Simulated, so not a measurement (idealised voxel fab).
process module | voxel self aligned contacts
cross-section cut | 240 nm wide | cells 5 nm
A cross-section is a grid of square cells, given in bands from the top down. A band is one or more rows of cells.
Each band's line starts with the height of the band's top and of its bottom, in nm. Then come its materials from left to right, each with its width in nm. One material with "throughout" fills the band from edge to edge. "air" is empty space.
Height 0 is the level under which the wafer as received is all one material. The lowest band goes on downwards, as in "0 down".
A width such as "30 to 40" changes by the same amount from each row of cells to the next, from the band's top row to its bottom row.
"no change" after a step means that no cell of the cross-section changed.
closed voids: empty space of 8 cells or more with no open way to the top, each as width x height at its distance from the left edge, in nm
after a step's settings: what the simulator itself notes on the step
overlay nm, on a step with a mask: how far to the right of its planned place the mask lay; to the left if negative
plan
1 op RECEIVE | material Si
2 op OXIDIZE | depth nm 5
3 op DIRECTIONAL_DEP | material polySi | thk nm 30
4 op DIRECTIONAL_DEP | material SiN | thk nm 20
5 op DIRECTIONAL_DEP | material aC | thk nm 10
6 op PATTERN | tone cover | mask id GATE | material resist | width nm 25 | pitch nm 65 | thk nm 30 | overlay nm 0
7 op DIRECTIONAL_ETCH | etch materials aC | depth nm 10
8 op STRIP | etch materials resist
9 op DIRECTIONAL_ETCH | etch materials SiN | depth nm 20
10 op DIRECTIONAL_ETCH | etch materials polySi | depth nm 30
11 op STRIP | etch materials aC
12 op CONFORMAL_DEP | material SiN | thk nm 10
13 op DIRECTIONAL_ETCH | etch materials SiN | depth nm 10
14 op FILL_DEP | material SiO2 | thk nm 15
15 op CMP | height nm 60
16 op DIRECTIONAL_DEP | material aC | thk nm 10
17 op PATTERN | tone open | mask id CONTACT | material resist | width nm 50 | thk nm 25 | overlay nm 0
18 op DIRECTIONAL_ETCH | etch materials aC | depth nm 10
19 op STRIP | etch materials resist
20 op DIRECTIONAL_ETCH | etch materials SiO2 | depth nm 65
21 op STRIP | etch materials aC
22 op CONFORMAL_DEP | material TiN | thk nm 5
23 op FILL_DEP | material W | thk nm 5
24 op CMP | height nm 60
25 op CONFORMAL_DEP | material SiN | thk nm 5
as received, after step 1
  0 down: Si throughout
  closed voids: none
a wafer at the end: this start, this plan, one mistake
  65 to 60: SiN throughout
  60 to 55: SiO2 95 | TiN 5 | W 40 | TiN 5 | SiO2 95
  55 to 50: SiO2 95 | TiN 50 | SiO2 95
  50 to 30: SiO2 60 | SiN 55 | TiN 10 | SiN 55 | SiO2 60
  30 to 0: SiO2 60 | SiN 10 | polySi 35 | SiN 10 | TiN 10 | SiN 10 | polySi 35 | SiN 10 | SiO2 60
  0 to -5: SiO2 115 | TiN 10 | SiO2 115
  -5 down: Si throughout
  closed voids: none
what went wrong: step 6 ran as: op PATTERN | tone cover | mask id GATE | material resist | width nm 35 | pitch nm 65 | thk nm 30 | overlay nm 0
